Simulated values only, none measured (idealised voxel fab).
The name of this process module is voxel tone inversion.
The width of the displayed cross-section, cut, is 255 nm; its cells are square, with a size of 5 nm.
This document writes a cross-section as a grid whose cells are square, and gives it as bands, listed from the top down; one or more rows of cells form a band.
Band: top height; bottom height; in nm. Then, left to right: material with width in nm, for each material. "edge to edge": a single material spanning edge to edge. "empty": empty space.
The level at which height equals 0 is the one under which the wafer, as it arrives, is entirely one material. No lower edge exists for the bottom band, which continues downward and is notated as in "0 down".
When a width is written as two numbers, as in "30 to 40", the first number is the width in the top row of cells of the band and the second is the width in its bottom row, and the width changes by the same amount from each row to the next.
You'll sometimes find "no alterations made" written for a step, and that's the way of saying that nowhere in the cross-section did a cell change during that step.
So "Sealed voids" is basically the list of trapped voids: any empty space of 8 cells or more that can't reach the top through an opening. They're written width x height at distance, the distance being from the left edge, and it's all nm.
The remark found on a step's line after its settings is issued by the simulator itself and pertains to that step.
If you see "overlay nm" on a step's line and that step has a mask, it's telling you how far right of where it was planned the mask ended up; a negative number means it went left instead.
# The planned process steps are enumerated hereunder
1) RECEIVE | material Si
2) CONFORMAL_DEP | material SiN | thk nm 5
3) DIRECTIONAL_DEP | material aC | thk nm 20
4) PATTERN | tone cover | mask id POSTS | material resist | width nm 25 | pitch nm 55 | thk nm 25 | overlay nm 0
5) DIRECTIONAL_ETCH | etch materials aC | depth nm 20
6) STRIP | etch materials resist
7) FILL_DEP | material SiO2 | thk nm 10
8) CMP | height nm 25
9) STRIP | etch materials aC
10) CONFORMAL_DEP | material TiN | thk nm 5
11) FILL_DEP | material Cu | thk nm 10
12) CMP | height nm 25
13) CONFORMAL_DEP | material SiN | thk nm 5
# This is the cross-section of the wafer as we received it, i.e. after step 1
  0 down = Si edge to edge
  Sealed voids: none
# Starting structure and process plan are as shown above, but one mistake was made in running the module; the wafer cross-section at the end of the module follows
  30 to 25 = SiN edge to edge
  25 to 10 = 35 of SiO2, 5 of TiN, 5 of Cu, 5 of TiN, 40 of SiO2, 5 of TiN, 5 of Cu, 5 of TiN, 40 of SiO2, 5 of TiN, 5 of Cu, 5 of TiN, 40 of SiO2, 5 of TiN, 5 of Cu, 5 of TiN, 40 of SiO2
  10 to 5 = 35 of SiO2, 15 of TiN, 40 of SiO2, 15 of TiN, 40 of SiO2, 15 of TiN, 40 of SiO2, 15 of TiN, 40 of SiO2
  5 to 0 = SiN edge to edge
  0 down = Si edge to edge
  Sealed voids: none
Heads up, the wafer didn't run the way we planned it: step 4 deviated from plan and actually ran as PATTERN | tone cover | mask id POSTS | material resist | width nm 15 | pitch nm 55 | thk nm 25 | overlay nm 0
